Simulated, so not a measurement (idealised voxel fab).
Process module name: voxel quadruple lines
Xsec cut, 165 nm wide, square cell size 5 nm.
A cross-section in this document is a grid of square cells, and it is written down as bands, the top band listed before the ones below it; a band is made up of one or more rows of cells.
Top, bottom (nm), then materials left to right with widths (nm); lone material tagged "throughout" fills the whole band edge to edge; "air" = empty space.
Height 0 is the level under which the wafer as received is all one material. The lowest band goes on downwards, as in "0 down".
Read "30 to 40" as a graded width: first number on top, second number at the bottom, same change between each pair of neighbouring rows.
The cross-section has no changed cell in any step marked "nothing was modified".
What "Sealed void listing" gives you is every empty space of 8 cells or more that is cut off from the top. Each appears as width x height at distance, with the distance taken from the left edge and width, height and distance all in nm.
Note: text after step settings on the step line = simulator remark on that step.
overlay nm: for a step with a mask, the amount by which the mask lay right of where it was planned; a negative amount means left of it.

[Process steps (planned)]
1: RECEIVE with material Si
2: CONFORMAL_DEP with material SiO2, thk nm 10
3: DIRECTIONAL_DEP with material TiN, thk nm 15
4: DIRECTIONAL_DEP with material polySi, thk nm 15
5: DIRECTIONAL_DEP with material aC, thk nm 20
6: PATTERN with tone cover, mask id MANDREL, material resist, width nm 25, thk nm 30, overlay nm 0
7: DIRECTIONAL_ETCH with etch materials aC, depth nm 20
8: STRIP with etch materials resist
9: CONFORMAL_DEP with material SiO2, thk nm 15
10: DIRECTIONAL_ETCH with etch materials SiO2, depth nm 15
11: STRIP with etch materials aC
12: DIRECTIONAL_ETCH with etch materials polySi, depth nm 15
13: STRIP with etch materials SiO2
14: CONFORMAL_DEP with material SiCN, thk nm 5
15: DIRECTIONAL_ETCH with etch materials SiCN, depth nm 5
16: STRIP with etch materials polySi
17: DIRECTIONAL_ETCH with etch materials TiN, depth nm 15
18: STRIP with etch materials SiCN

[Incoming wafer, cross-sectional view, post step 1]
	0 down  Si throughout
	Sealed void listing: none

[This is how the wafer looks in cross-section once the module is done, given the starting state and plan above and one mistake in carrying the plan out]
	45 to 40  TiN throughout
	40 to 25  polySi throughout
	25 to 10  TiN throughout
	10 to 0  SiO2 throughout
	0 down  Si throughout
	Sealed void listing: none
The mistake made against the process plan was this: step 5 did not use the planned setting and instead ran as DIRECTIONAL_DEP with material TiN, thk nm 20
